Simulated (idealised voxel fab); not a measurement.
The following process module bears the name voxel plated lines.
Cross-section cut spans 240 nm and uses square cells 5 nm in size.
Cross-section spec: square-cell grid; bands listed top down; each band is one or more rows.
Basically the band line says how high the top is and how high the bottom is, in nm, and then what's in it from left to right, every material with its width in nm. Empty space shows up as "air", and if a single material carries "full width" it runs the full band edge to edge.
Heights are expressed relative to 0, this being the level below which the as-received wafer comprises one material exclusively. The lowest band is unbounded in the downward direction and is denoted as in "0 and below".
You'd read "30->40" like this: the band's top row of cells is as wide as the first number, its bottom row is as wide as the second, and going down, every row changes width by the same amount as the row before did.
Basically "same as before" means that step didn't change any cell in the cross-section.
"Enclosed void catalog" means: voids of 8 cells or more that are shut off from the top with no open way through. Written width x height at distance, distance from the left edge, in nm.
That trailing text on a step's line, after the settings, is the simulator's own remark on the step.
overlay nm, on a step with a mask: how far to the right of its planned place the mask lay; to the left if negative

Planned process steps
1. RECEIVE | material Si
2. CONFORMAL_DEP | material SiO2 | thk nm 5
3. DIRECTIONAL_DEP | material TiN | thk nm 5
4. PATTERN | tone open | mask id LINES | material resist | width nm 30 | pitch nm 45 | thk nm 35 | overlay nm 0
5. EPI | material Ru | thk nm 10
6. EPI | material Ru | thk nm 10
7. EPI | material Ru | thk nm 10
8. STRIP | etch materials resist
9. DIRECTIONAL_ETCH | etch materials TiN | depth nm 5
10. CONFORMAL_DEP | material SiCN | thk nm 5

First of two wafers, with the run carried out as planned

Cross-section of the wafer upon arrival, representing the state reached after step 1
- 0 and below = Si full width
- Enclosed void catalog: none

You're looking at a cross-section of the wafer after step 2
- 5 down to 0 = SiO2 full width
- Below 0, the layers are the same as they were.

You're looking at a cross-section of the wafer after step 3
- 10 down to 5 = TiN full width
- Below 5, the layers are the same as they were.

You're looking at a cross-section of the wafer after step 4
- 45 down to 10 = 60 resist; 30 air; 15 resist; 30 air; 15 resist; 30 air; 60 resist
- Below 10, the layers are the same as they were.

You're looking at a cross-section of the wafer after step 5
- 45 down to 20 = 60 resist; 30 air; 15 resist; 30 air; 15 resist; 30 air; 60 resist
- 20 down to 10 = 60 resist; 30 Ru; 15 resist; 30 Ru; 15 resist; 30 Ru; 60 resist
- Below 10, the layers are the same as they were.

You're looking at a cross-section of the wafer after step 6
- 45 down to 30 = 60 resist; 30 air; 15 resist; 30 air; 15 resist; 30 air; 60 resist
- 30 down to 10 = 60 resist; 30 Ru; 15 resist; 30 Ru; 15 resist; 30 Ru; 60 resist
- Below 10, the layers are the same as they were.

You're looking at a cross-section of the wafer after step 7
- 45 down to 40 = 60 resist; 30 air; 15 resist; 30 air; 15 resist; 30 air; 60 resist
- 40 down to 10 = 60 resist; 30 Ru; 15 resist; 30 Ru; 15 resist; 30 Ru; 60 resist
- Below 10, the layers are the same as they were.

You're looking at a cross-section of the wafer after step 8
- 40 down to 10 = 60 air; 30 Ru; 15 air; 30 Ru; 15 air; 30 Ru; 60 air
- Below 10, the layers are the same as they were.

You're looking at a cross-section of the wafer after step 9
- 40 down to 10 = 60 air; 30 Ru; 15 air; 30 Ru; 15 air; 30 Ru; 60 air
- 10 down to 5 = 60 air; 30 TiN; 15 air; 30 TiN; 15 air; 30 TiN; 60 air
- Below 5, the layers are the same as they were.

You're looking at a cross-section of the wafer after step 10
- 45 down to 40 = 55 air; 40 SiCN; 5 air; 40 SiCN; 5 air; 40 SiCN; 55 air
- 40 down to 10 = 55 air; 5 SiCN; 30 Ru; 5 SiCN; 5 air; 5 SiCN; 30 Ru; 5 SiCN; 5 air; 5 SiCN; 30 Ru; 5 SiCN; 55 air
- 10 down to 5 = 60 SiCN; 30 TiN; 15 SiCN; 30 TiN; 15 SiCN; 30 TiN; 60 SiCN
- Below 5, the layers are the same as they were.

Second wafer. Start and plan as for the first. One mistake made in running. Agrees with the first up to and including step 3

Cross-section of the second wafer at the time step 4 of the plan should have ended: same as before

Cross-section of the second wafer at the time step 5 of the plan should have ended
- 20 down to 10 = Ru full width
- Below 10, the layers are the same as they were.

Cross-section of the second wafer at the time step 6 of the plan should have ended
- 30 down to 10 = Ru full width
- Below 10, the layers are the same as they were.

Cross-section of the second wafer at the time step 7 of the plan should have ended
- 40 down to 10 = Ru full width
- Below 10, the layers are the same as they were.

Cross-section of the second wafer at the time step 8 of the plan should have ended: same as before

Cross-section of the second wafer at the time step 9 of the plan should have ended: same as before

Cross-section of the second wafer at the time step 10 of the plan should have ended
- 45 down to 40 = SiCN full width
- Below 40, the layers are the same as they were.
What was done differently from what was planned? step 4 of the plan was bypassed and not carried out
The final cell counts differ between the wafers, with the second having more or fewer of some materials than the first: 180 more of Ru, 42 fewer of SiCN, 30 more of TiN
